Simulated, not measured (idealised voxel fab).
process module | voxel transistor to metal
Pictured: cross-section cut, 190 nm wide, on a grid of 5 nm square cells.
Think of the cross-section as a grid of square cells. We describe it in bands, top to bottom, and each band covers one or more rows of those cells. First you get the band's top height and its bottom height, in nm, and then the materials it's made of, left to right, with each width in nm. If you see a single material with "edge to edge", that one covers the band edge to edge. "blank" is empty space. We count height from 0. Below that, the starting wafer is all one material. The lowest band never ends at the bottom but goes on down; see "from 0 down" for how that is written. A two-number width, for instance "30->40", indicates that the width is equal to the first number in the top row of the band and to the second number in the bottom row, and that it changes by a constant amount per row of cells. Take "nothing got changed" at face value: in the step it is given for, the cross-section changed in none of its cells. The list in "Sealed voids" covers empty spaces of 8 cells or more that cannot reach the top through any open way, and it gives each as width x height at distance; the distance is from the left edge, and width, height and distance are in nm. Whatever follows a step's settings on its line is a remark the simulator itself makes about that step. Each step line may optionally specify "overlay nm", which for a step with a mask gives the rightward distance between the mask's planned place and where it lay, a negative value indicating the leftward direction.
[So here's the lineup of process steps we planned]
| 1 | RECEIVE | material Si |
| 2 | CONFORMAL_DEP | material SiO2 | thk nm 5 |
| 3 | CONFORMAL_DEP | material SiN | thk nm 10 |
| 4 | DIRECTIONAL_DEP | material aC | thk nm 10 |
| 5 | PATTERN | tone cover | mask id ACTIVE | material resist | width nm 85 | thk nm 30 | overlay nm 0 |
| 6 | DIRECTIONAL_ETCH | etch materials aC | depth nm 10 |
| 7 | STRIP | etch materials resist |
| 8 | DIRECTIONAL_ETCH | etch materials SiN | depth nm 10 |
| 9 | DIRECTIONAL_ETCH | etch materials SiO2 | depth nm 5 |
| 10 | DIRECTIONAL_ETCH | etch materials Si | depth nm 30 |
| 11 | STRIP | etch materials aC |
| 12 | FILL_DEP | material SiO2 | thk nm 10 |
| 13 | CMP | height nm 15 |
| 14 | SELECTIVE_ETCH | etch materials SiO2 | depth nm 5 |
| 15 | STRIP | etch materials SiN |
| 16 | SELECTIVE_ETCH | etch materials SiO2 | depth nm 5 |
| 17 | OXIDIZE | depth nm 5 |
| 18 | DIRECTIONAL_DEP | material polySi | thk nm 25 |
| 19 | DIRECTIONAL_DEP | material SiCN | thk nm 15 |
| 20 | MASKED_ETCH | tone cover | mask id GATE | width nm 15 | etch materials SiCN | depth nm 25 | overlay nm 0 |
| 21 | MASKED_ETCH | tone cover | mask id GATE | width nm 15 | etch materials polySi | depth nm 35 | overlay nm 0 |
| 22 | CONFORMAL_DEP | material SiN | thk nm 5 |
| 23 | DIRECTIONAL_ETCH | etch materials SiN | depth nm 5 |
| 24 | DIRECTIONAL_ETCH | etch materials SiO2 | depth nm 5 |
| 25 | EPI | material nSi | thk nm 5 |
| 26 | FILL_DEP | material SiO2 | thk nm 10 |
| 27 | CMP | height nm 40 |
| 28 | DIRECTIONAL_DEP | material SiO2 | thk nm 10 |
| 29 | DIRECTIONAL_DEP | material aC | thk nm 10 |
| 30 | PATTERN | tone open | mask id CONTACT | material resist | width nm 25 | pitch nm 50 | thk nm 30 | overlay nm 0 |
| 31 | DIRECTIONAL_ETCH | etch materials aC | depth nm 10 |
| 32 | STRIP | etch materials resist |
| 33 | DIRECTIONAL_ETCH | etch materials SiO2 | depth nm 50 |
| 34 | STRIP | etch materials aC |
| 35 | CONFORMAL_DEP | material TiN | thk nm 5 |
| 36 | FILL_DEP | material W | thk nm 5 |
| 37 | CMP | height nm 50 |
| 38 | CONFORMAL_DEP | material SiN | thk nm 5 |
| 39 | DIRECTIONAL_DEP | material lowk | thk nm 25 |
| 40 | PATTERN | tone open | mask id METAL_1 | material resist | width nm 15 | pitch nm 60 | thk nm 20 | overlay nm -15 |
| 41 | DIRECTIONAL_ETCH | etch materials lowk | depth nm 25 |
| 42 | DIRECTIONAL_ETCH | etch materials SiN | depth nm 5 |
| 43 | STRIP | etch materials resist |
| 44 | CONFORMAL_DEP | material TiN | thk nm 5 |
| 45 | FILL_DEP | material Ru | thk nm 5 |
| 46 | CMP | height nm 80 |
| 47 | CONFORMAL_DEP | material SiCN | thk nm 5 |
What sets these wafers apart? The overlay nm at step 40. They all start alike, and the plan carries the first wafer's value.
[First wafer of several, as received: cross-section after step 1]
> from 0 down | Si edge to edge
> Sealed voids: none
[Below is a per-wafer table. In it, each row describes the wafer at the end of the module by giving, for each material, the number of cells gained (+) or lost (-) since the wafer was received, and after that the closed voids of the wafer]
overlay nm -15 | +10 Ru | -143 Si | +47 SiCN | +50 SiN | +369 SiO2 | +72 TiN | +54 W | +160 lowk | +12 nSi | +15 polySi | Sealed voids: none
overlay nm -10 | +10 Ru | -143 Si | +47 SiCN | +50 SiN | +369 SiO2 | +72 TiN | +54 W | +160 lowk | +12 nSi | +15 polySi | Sealed voids: none
overlay nm -5 | +10 Ru | -143 Si | +47 SiCN | +50 SiN | +369 SiO2 | +72 TiN | +54 W | +160 lowk | +12 nSi | +15 polySi | Sealed voids: none
overlay nm 0 | +10 Ru | -143 Si | +47 SiCN | +50 SiN | +369 SiO2 | +72 TiN | +54 W | +160 lowk | +12 nSi | +15 polySi | Sealed voids: none
overlay nm 5 | +10 Ru | -143 Si | +47 SiCN | +50 SiN | +369 SiO2 | +72 TiN | +54 W | +160 lowk | +12 nSi | +15 polySi | Sealed voids: none
overlay nm 10 | +10 Ru | -143 Si | +47 SiCN | +50 SiN | +369 SiO2 | +72 TiN | +54 W | +160 lowk | +12 nSi | +15 polySi | Sealed voids: none
overlay nm 15 | +10 Ru | -143 Si | +47 SiCN | +50 SiN | +369 SiO2 | +72 TiN | +54 W | +160 lowk | +12 nSi | +15 polySi | Sealed voids: none
